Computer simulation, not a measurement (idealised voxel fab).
Herein follows the process module entitled voxel gate over fins.
Cross-section cut spans 240 nm and uses square cells 5 nm in size.
If you're reading a cross-section in this doc, picture square cells in a grid; it comes to you as bands, top ones listed first down to the bottom, and a band can be one or more rows of cells.
Top, bottom (nm), then materials left to right with widths (nm); lone material tagged "all across" fills the whole band edge to edge; "empty" = empty space.
Heads up on the height convention: 0 is the point under which the incoming wafer is all one material, and the lowest band has no bottom, it just keeps going down, like "from 0 down".
A width such as "30 to 40" changes by the same amount from each row of cells to the next, from the band's top row to its bottom row.
Step marked "everything unchanged"? Then no cell in the cross-section changed in it.
In the "Closed void catalog" entry, you get each enclosed empty space of 8 cells or more, one with no open way to the top, written width x height at distance, distance from the left edge, in nm.
Note: text after step settings on the step line = simulator remark on that step.
A step line may carry the setting "overlay nm", which, for steps involving a mask, states the distance by which the mask lay to the right of its intended position; negative values denote displacement to the left.
So here's the lineup of process steps we planned:
1,RECEIVE, material Si
2,CONFORMAL_DEP, material SiN, thk nm 5
3,DIRECTIONAL_DEP, material aC, thk nm 15
4,PATTERN, tone cover, mask id FINS, material resist, width nm 15, pitch nm 50, thk nm 30, overlay nm 0
5,DIRECTIONAL_ETCH, etch materials aC, depth nm 15
6,STRIP, etch materials resist
7,DIRECTIONAL_ETCH, etch materials SiN, depth nm 5
8,DIRECTIONAL_ETCH, etch materials Si, depth nm 35
9,STRIP, etch materials aC
10,OXIDIZE, depth nm 5
11,FILL_DEP, material SiO2, thk nm 15
12,CMP, height nm 5
13,DIRECTIONAL_DEP, material aC, thk nm 10
14,PATTERN, tone open, mask id RAIL, material resist, width nm 15, thk nm 30, overlay nm 0
15,DIRECTIONAL_ETCH, etch materials aC, depth nm 10
16,STRIP, etch materials resist
17,DIRECTIONAL_ETCH, etch materials SiO2, depth nm 35
18,STRIP, etch materials aC
19,CONFORMAL_DEP, material TiN, thk nm 5
20,FILL_DEP, material W, thk nm 5
21,CMP, height nm 5
22,SELECTIVE_ETCH, etch materials W Ru TiN, depth nm 25
23,FILL_DEP, material SiO2, thk nm 5
24,CMP, height nm 5
25,SELECTIVE_ETCH, etch materials SiO2, depth nm 15
26,STRIP, etch materials SiN
27,CONFORMAL_DEP, material HfO2, thk nm 5
28,CONFORMAL_DEP, material TiN, thk nm 5
29,CONFORMAL_DEP, material TiAl, thk nm 5
30,CONFORMAL_DEP, material TiN, thk nm 5
31,FILL_DEP, material W, thk nm 15
32,CMP, height nm 30
33,CONFORMAL_DEP, material SiN, thk nm 10
Shown in cross-section is the wafer as received, that is, as it stands after step 1:
    from 0 down  Si all across
    Closed void catalog: none
Sectioned view, first of two wafers, at the close of the module, processed as intended in the plan:
    from 40 to 30  SiN all across
    from 30 to 20  W all across
    from 20 to 15  70 nm W | 45 nm TiN | 5 nm W | 45 nm TiN | 75 nm W
    from 15 to 10  70 nm W | 5 nm TiN | 35 nm TiAl | 5 nm TiN | 5 nm W | 5 nm TiN | 35 nm TiAl | 5 nm TiN | 75 nm W
    from 10 to 5  75 nm TiN | 5 nm TiAl | 25 nm TiN | 5 nm TiAl | 15 nm TiN | 5 nm TiAl | 25 nm TiN | 5 nm TiAl | 80 nm TiN
    from 5 to 0  80 nm TiAl | 5 nm TiN | 15 nm HfO2 | 5 nm TiN | 25 nm TiAl | 5 nm TiN | 15 nm HfO2 | 5 nm TiN | 85 nm TiAl
    from 0 to -5  85 nm TiN | 5 nm HfO2 | 5 nm Si | 5 nm HfO2 | 35 nm TiN | 5 nm HfO2 | 5 nm Si | 5 nm HfO2 | 90 nm TiN
    from -5 to -10  90 nm HfO2 | 5 nm Si | 45 nm HfO2 | 5 nm Si | 95 nm HfO2
    from -10 to -20  90 nm SiO2 | 5 nm Si | 45 nm SiO2 | 5 nm Si | 95 nm SiO2
    from -20 to -25  90 nm SiO2 | 5 nm Si | 15 nm SiO2 | 5 nm TiN | 5 nm W | 5 nm TiN | 15 nm SiO2 | 5 nm Si | 95 nm SiO2
    from -25 to -30  90 nm SiO2 | 5 nm Si | 15 nm SiO2 | 15 nm TiN | 15 nm SiO2 | 5 nm Si | 95 nm SiO2
    from -30 to -40  90 nm SiO2 | 5 nm Si | 45 nm SiO2 | 5 nm Si | 95 nm SiO2
    from -40 down  Si all across
    Closed void catalog: none
Here is the second of the two wafers cut open at the end of the module - same start, same plan as the first one, but we made one mistake running it:
    from 40 to 30  SiN all across
    from 30 to 15  W all across
    from 15 to 5  75 nm W | 35 nm TiN | 15 nm W | 35 nm TiN | 80 nm W
    from 5 to 0  85 nm TiN | 15 nm HfO2 | 35 nm TiN | 15 nm HfO2 | 90 nm TiN
    from 0 to -5  85 nm TiN | 5 nm HfO2 | 5 nm Si | 5 nm HfO2 | 35 nm TiN | 5 nm HfO2 | 5 nm Si | 5 nm HfO2 | 90 nm TiN
    from -5 to -10  90 nm HfO2 | 5 nm Si | 45 nm HfO2 | 5 nm Si | 95 nm HfO2
    from -10 to -20  90 nm SiO2 | 5 nm Si | 45 nm SiO2 | 5 nm Si | 95 nm SiO2
    from -20 to -25  90 nm SiO2 | 5 nm Si | 15 nm SiO2 | 5 nm TiN | 5 nm W | 5 nm TiN | 15 nm SiO2 | 5 nm Si | 95 nm SiO2
    from -25 to -30  90 nm SiO2 | 5 nm Si | 15 nm SiO2 | 15 nm TiN | 15 nm SiO2 | 5 nm Si | 95 nm SiO2
    from -30 to -40  90 nm SiO2 | 5 nm Si | 45 nm SiO2 | 5 nm Si | 95 nm SiO2
    from -40 down  Si all across
    Closed void catalog: none
It is concluded that the wafer was processed incorrectly with respect to the plan, in that step 29 was left out
Upon completion, the second wafer contains, in terms of cells, a greater or smaller amount of certain materials than the first wafer: 56 fewer of TiAl | 56 more of W
